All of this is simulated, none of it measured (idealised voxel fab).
The process module that follows is named voxel ribs on slabs.
Xsec cut, 175 nm wide, square cell size 5 nm.
A cross-section is written here as square cells arranged in a grid, and it is given in bands from the top down, each band taking up one or more rows of cells. For a band, the entry starts with two heights in nm, that of the top and then that of the bottom, and carries on with the band's materials in order from left to right, each alongside its width in nm; the word "throughout" beside a single material means it fills the band edge to edge, and "air" means empty space. The reference from which all heights are counted is 0, the level beneath which the as-received wafer is entirely one material; the lowest band, having no lower bound, proceeds downward and is written after the example "0 and below". Read "30..40" as a graded width: first number on top, second number at the bottom, same change between each pair of neighbouring rows. Any step labelled "identical to before" changed none of the cells in the cross-section. Each empty space that has no open way to the top and spans at least 8 cells appears under "Sealed void listing" as width x height at distance, the distance counted from the left edge, all in nm. Where a step's line continues beyond its settings, the continuation is a remark by the simulator itself on that step. overlay nm: for a step with a mask, the amount by which the mask lay right of where it was planned; a negative amount means left of it.

-- Steps planned for the process
- 1: RECEIVE,material Si
- 2: DIRECTIONAL_DEP,material SiO2,thk nm 20
- 3: DIRECTIONAL_DEP,material SiN,thk nm 15
- 4: DIRECTIONAL_DEP,material aC,thk nm 10
- 5: PATTERN,tone cover,mask id RIB,material resist,width nm 25,thk nm 25,overlay nm 0
- 6: DIRECTIONAL_ETCH,etch materials aC,depth nm 10
- 7: STRIP,etch materials resist
- 8: DIRECTIONAL_ETCH,etch materials SiN,depth nm 5
- 9: STRIP,etch materials aC
- 10: MASKED_ETCH,tone cover,mask id SLAB,width nm 85,etch materials SiN,depth nm 10,overlay nm 0
- 11: FILL_DEP,material SiO2,thk nm 25
- 12: CMP,height nm 50
- 13: DIRECTIONAL_DEP,material W,thk nm 5
- 14: DIRECTIONAL_DEP,material aC,thk nm 10
- 15: PATTERN,tone cover,mask id HEATER,material resist,width nm 35,thk nm 25,overlay nm 0
- 16: DIRECTIONAL_ETCH,etch materials aC,depth nm 10
- 17: STRIP,etch materials resist
- 18: DIRECTIONAL_ETCH,etch materials W,depth nm 5
- 19: STRIP,etch materials aC
- 20: CONFORMAL_DEP,material SiO2,thk nm 5

-- Cross-section of the wafer upon arrival, representing the state reached after step 1
  0 and below: Si throughout
  Sealed void listing: none

-- The following cross-section depicts the wafer upon conclusion of the module. Processing commenced from the starting condition illustrated above and adhered to the plan illustrated above, save for one mistake in execution
  55 down to 50: 70 air, 35 W, 70 air
  50 down to 35: SiO2 throughout
  35 down to 30: 75 SiO2, 25 SiN, 75 SiO2
  30 down to 20: 45 SiO2, 85 SiN, 45 SiO2
  20 down to 0: SiO2 throughout
  0 and below: Si throughout
  Sealed void listing: none
Which mistake was made when the wafer was run? plan step 20 skipped
